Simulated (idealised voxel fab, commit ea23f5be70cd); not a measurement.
process module | voxel capacitor over wiring
cross-section cut | 270 nm wide | cells 5 nm
A cross-section is a grid of square cells, given in bands from the top down. A band is one or more rows of cells.
Each band's line starts with the height of the band's top and of its bottom, in nm. Then come its materials from left to right, each with its width in nm. One material with "throughout" fills the band from edge to edge. "air" is empty space.
Height 0 is the level under which the wafer as received is all one material. The lowest band goes on downwards, as in "0 down".
A width such as "30 to 40" changes by the same amount from each row of cells to the next, from the band's top row to its bottom row.
"no change" after a step means that no cell of the cross-section changed.
closed voids: empty space of 8 cells or more with no open way to the top, each as width x height at its distance from the left edge, in nm
after a step's settings: what the simulator itself notes on the step
overlay nm, on a step with a mask: how far to the right of its planned place the mask lay; to the left if negative
plan
1 op RECEIVE | material Si
2 op CONFORMAL_DEP | material SiO2 | thk nm 15
3 op CONFORMAL_DEP | material SiCN | thk nm 5
4 op DIRECTIONAL_DEP | material SiO2 | thk nm 25
5 op MASKED_ETCH | tone open | mask id METAL_1 | width nm 20 | pitch nm 90 | etch materials SiO2 | depth nm 25 | overlay nm 0
6 op MASKED_ETCH | tone open | mask id METAL_1 | width nm 20 | pitch nm 90 | etch materials SiCN | depth nm 5 | overlay nm 0
7 op CONFORMAL_DEP | material TiN | thk nm 5
8 op FILL_DEP | material Cu | thk nm 10
9 op CMP | height nm 45
10 op EPI | material Ru | thk nm 5
11 op FILL_DEP | material SiCN | thk nm 5
12 op DIRECTIONAL_DEP | material lowk | thk nm 10
13 op MASKED_ETCH | tone open | mask id PLUG_1 | width nm 15 | etch materials lowk | depth nm 10 | overlay nm 0
14 op MASKED_ETCH | tone open | mask id PLUG_1 | width nm 15 | etch materials SiCN | depth nm 5 | overlay nm 0
15 op CONFORMAL_DEP | material TiN | thk nm 5
16 op FILL_DEP | material W | thk nm 10
17 op CMP | height nm 65
18 op DIRECTIONAL_DEP | material TiN | thk nm 5
19 op DIRECTIONAL_DEP | material HfO2 | thk nm 5
20 op DIRECTIONAL_DEP | material TiN | thk nm 10
21 op MASKED_ETCH | tone cover | mask id UPPER_PLATE | width nm 75 | etch materials TiN | depth nm 10 | overlay nm 0
22 op MASKED_ETCH | tone cover | mask id UPPER_PLATE | width nm 75 | etch materials HfO2 | depth nm 5 | overlay nm 0
23 op MASKED_ETCH | tone cover | mask id LOWER_PLATE | width nm 85 | etch materials TiN | depth nm 5 | overlay nm 0
24 op FILL_DEP | material SiO2 | thk nm 20
25 op CMP | height nm 100
26 op MASKED_ETCH | tone open | mask id PLUG_2 | width nm 15 | etch materials SiO2 | depth nm 15 | overlay nm 0
27 op CONFORMAL_DEP | material TiN | thk nm 5
28 op FILL_DEP | material W | thk nm 10
29 op CMP | height nm 100
30 op CONFORMAL_DEP | material SiCN | thk nm 5
as received, after step 1
  0 down: Si throughout
  closed voids: none
first wafer at the end, as planned
  105 to 100: SiCN throughout
  100 to 90: SiO2 95 | TiN 5 | W 5 | TiN 5 | SiO2 160
  90 to 85: SiO2 95 | TiN 15 | SiO2 160
  85 to 75: SiO2 85 | TiN 75 | SiO2 110
  75 to 70: SiO2 85 | HfO2 75 | SiO2 110
  70 to 65: SiO2 80 | TiN 85 | SiO2 105
  65 to 55: lowk 85 | TiN 5 | W 5 | TiN 5 | lowk 170
  55 to 50: SiCN 85 | TiN 15 | SiCN 170
  50 to 45: SiCN 75 | Ru 30 | SiCN 60 | Ru 30 | SiCN 75
  45 to 20: SiO2 80 | TiN 5 | Cu 10 | TiN 5 | SiO2 70 | TiN 5 | Cu 10 | TiN 5 | SiO2 80
  20 to 15: SiCN 80 | TiN 20 | SiCN 70 | TiN 20 | SiCN 80
  15 to 0: SiO2 throughout
  0 down: Si throughout
  closed voids: none
second wafer at the end: like start, like plan, one mistake
  105 to 100: SiCN throughout
  100 to 90: SiO2 95 | TiN 5 | W 5 | TiN 5 | SiO2 160
  90 to 85: SiO2 95 | TiN 15 | SiO2 160
  85 to 75: SiO2 85 | TiN 75 | SiO2 110
  75 to 70: SiO2 85 | HfO2 75 | SiO2 110
  70 to 65: SiO2 80 | TiN 85 | SiO2 105
  65 to 55: lowk 85 | TiN 5 | W 5 | TiN 5 | lowk 170
  55 to 50: SiCN 85 | TiN 15 | SiCN 170
  50 to 45: SiCN 75 | Ru 30 | SiCN 60 | Ru 30 | SiCN 75
  45 to 35: SiO2 80 | TiN 5 | Cu 10 | TiN 5 | SiO2 70 | TiN 5 | Cu 10 | TiN 5 | SiO2 80
  35 to 30: SiCN 80 | TiN 20 | SiCN 70 | TiN 20 | SiCN 80
  30 to 0: SiO2 throughout
  0 down: Si throughout
  closed voids: none
what went wrong: step 2 was run twice
at the end the second wafer has, in cells: 12 fewer of Cu | 24 more of SiO2 | 12 fewer of TiN
